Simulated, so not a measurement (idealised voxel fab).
This section sets out a process module, namely voxel self aligned contacts.
The width of the displayed cross-section, cut, is 280 nm; its cells are square, with a size of 5 nm.
Bands, listed from the top down, are how a cross-section gets written in this document; the cross-section itself is a grid of square cells, and a band is one or more rows of them.
Heads up on the band format: heights come first, top then bottom, in nm. After that it's the materials left to right, each with its width in nm. A single material flagged "all across" fills the whole band edge to edge, and "air" means there's empty space there.
We count height from 0. Below that, the starting wafer is all one material. The lowest band never ends at the bottom but goes on down; see "0 -> down" for how that is written.
So if you see something like "30..40" for the width, read it as the top row of the band sitting at the first number and the bottom row at the second, with every row in between moving by the same amount as the last.
Where a step carries "same as before", the cross-section came out of it unchanged, cell for cell.
Sealed void inventory: empty space of 8 cells or more with no open way to the top, each as width x height at its distance from the left edge, in nm
Anything after a step's settings on that line? It's the simulator's own note about the step.
overlay nm: step with mask; distance mask lay right of planned place; negative value = left of planned place.

So here's the lineup of process steps we planned:
1 RECEIVE, material Si
2 CONFORMAL_DEP, material SiO2, thk nm 5
3 DIRECTIONAL_DEP, material polySi, thk nm 30
4 DIRECTIONAL_DEP, material SiN, thk nm 20
5 MASKED_ETCH, tone cover, mask id GATE, width nm 25, pitch nm 50, etch materials SiN, depth nm 20, overlay nm 0
6 MASKED_ETCH, tone cover, mask id GATE, width nm 25, pitch nm 50, etch materials polySi, depth nm 30, overlay nm 0
7 CONFORMAL_DEP, material SiN, thk nm 5
8 DIRECTIONAL_ETCH, etch materials SiN, depth nm 5
9 FILL_DEP, material SiO2, thk nm 20
10 CMP, height nm 65
11 PATTERN, tone open, mask id CONTACT, material resist, width nm 35, pitch nm 50, thk nm 15, overlay nm 0
12 DIRECTIONAL_ETCH, etch materials SiO2, depth nm 65
13 STRIP, etch materials resist
14 CONFORMAL_DEP, material TiN, thk nm 5
15 FILL_DEP, material W, thk nm 10
16 CMP, height nm 65
17 CONFORMAL_DEP, material SiCN, thk nm 5

Wafer as received: cross-section following step 1:
0 -> down  Si all across
Sealed void inventory: none

Wafer at module end, in section. Began as above, planned as above, run with one mistake:
70 -> 65  SiCN all across
65 -> 55  SiO2: 95, TiN: 5..15, W: 25..5, TiN: 5..15, SiO2: 15, TiN: 5..15, W: 25..5, TiN: 5..15, SiO2: 100
55 -> 35  SiO2: 70, SiN: 35, TiN: 5, W: 5, TiN: 5, SiN: 35, TiN: 5, W: 5, TiN: 5, SiN: 35, SiO2: 75
35 -> 30  SiO2: 105, TiN: 15, SiO2: 35, TiN: 15, SiO2: 110
30 -> 0  polySi all across
0 -> down  Si all across
Sealed void inventory: none
Plan not followed: deviation from plan: step 3 and step 2 executed in one another's positions
